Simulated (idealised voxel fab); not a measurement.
Documented hereafter: the process module known as voxel wiring stack.
We display cut, a cross-section 275 nm in width whose square cells are each 5 nm.
Cross-sections here: square-cell grids, written as top-down lists of bands, a band being one or more rows of cells.
The entry gives the band's vertical extent as a top height and a bottom height in nm, then its horizontal make-up as materials from left to right, each with a width in nm. "blank" stands for empty space; a single material marked "full width" fills the band edge to edge.
Ref level 0: as-received wafer is one material below here. Bottom band extends down with no lower bound ("0 nm and below").
You'd read "30 to 40" like this: the band's top row of cells is as wide as the first number, its bottom row is as wide as the second, and going down, every row changes width by the same amount as the row before did.
Given "identical to before" for a step, no cell of the cross-section differs between before and after that step.
What "Enclosed internal cavities" gives you is every empty space of 8 cells or more that is cut off from the top. Each appears as width x height at distance, with the distance taken from the left edge and width, height and distance all in nm.
On a step's line, text after the settings is the simulator commenting on that step.
"overlay nm" answers the question of how far to the right of plan the mask lay on a step that has a mask, and when it is negative the answer is to the left.
Pairs follow: section before one process step, section after it down to the lowest changed band, step with settings underneath. Pairs may come from different runs of this module on the same starting wafer; continuity with the pair above only as stated in the "Pre-step view" entry.

## Pre-step view
* 175 nm to 170 nm  Cu full width
* 170 nm to 165 nm  TiN=70, Cu=20, TiN=35, Cu=20, TiN=35, Cu=20, TiN=75
* 165 nm to 150 nm  SiO2=65, TiN=5, Cu=20, TiN=5, SiO2=25, TiN=5, Cu=20, TiN=5, SiO2=25, TiN=5, Cu=20, TiN=5, SiO2=70
* 150 nm to 145 nm  SiO2=65, TiN=5, Cu=5, TiN=20, SiO2=25, TiN=5, Cu=5, TiN=20, SiO2=25, TiN=5, Cu=5, TiN=20, SiO2=70
* 145 nm to 135 nm  SiO2=65, TiN=5, Cu=5, TiN=5, SiO2=40, TiN=5, Cu=5, TiN=5, SiO2=40, TiN=5, Cu=5, TiN=5, SiO2=85
* 135 nm to 130 nm  SiCN=65, TiN=15, SiCN=40, TiN=15, SiCN=40, TiN=15, SiCN=85
* 130 nm to 115 nm  lowk=60, SiN=5, Ru=30, SiN=5, lowk=15, SiN=5, Ru=30, SiN=5, lowk=15, SiN=5, Ru=30, SiN=5, lowk=65
* 115 nm to 110 nm  SiN=65, TiN=30, SiN=25, TiN=30, SiN=25, TiN=30, SiN=70
* 110 nm to 90 nm  Ru=60, TiN=5, lowk=15, TiN=5, Ru=85, TiN=5, lowk=15, TiN=5, Ru=80
* 90 nm to 85 nm  TiN=65, SiCN=15, TiN=95, SiCN=15, TiN=85
* 85 nm to 60 nm  lowk=65, Ru=30, lowk=25, Ru=30, lowk=25, Ru=30, lowk=70
* 60 nm to 55 nm  lowk=65, TiN=30, lowk=25, TiN=30, lowk=25, TiN=30, lowk=70
* 55 nm to 35 nm  SiO2=65, Ru=15, SiO2=40, Ru=15, SiO2=40, Ru=15, SiO2=85
* 35 nm to 30 nm  SiCN=65, Ru=15, SiCN=40, Ru=15, SiCN=40, Ru=15, SiCN=85
* 30 nm to 15 nm  SiO2=60, SiCN=5, W=30, SiCN=5, SiO2=15, SiCN=5, W=30, SiCN=5, SiO2=15, SiCN=5, W=30, SiCN=5, SiO2=65
* 15 nm to 10 nm  SiCN=65, TiN=30, SiCN=25, TiN=30, SiCN=25, TiN=30, SiCN=70
* 10 nm to 0 nm  SiO2 full width
* 0 nm and below  Si full width
* Enclosed internal cavities: none

## Post-Process View
* 165 nm to 150 nm  SiO2=65, TiN=5, Cu=20, TiN=5, SiO2=25, TiN=5, Cu=20, TiN=5, SiO2=25, TiN=5, Cu=20, TiN=5, SiO2=70
* For the remainder of the cross-section, below 150, there is no change.
* Enclosed internal cavities: none
Between before and after, shown above: CMP: height nm 165

Pre-step view: check the pair just above; its after cross-section is our before state.

## Post-Process View
* 170 nm to 165 nm  SiCN full width
* For the remainder of the cross-section, below 165, there is no change.
* Enclosed internal cavities: none
Between before and after, shown above: CONFORMAL_DEP: material SiCN, thk nm 5
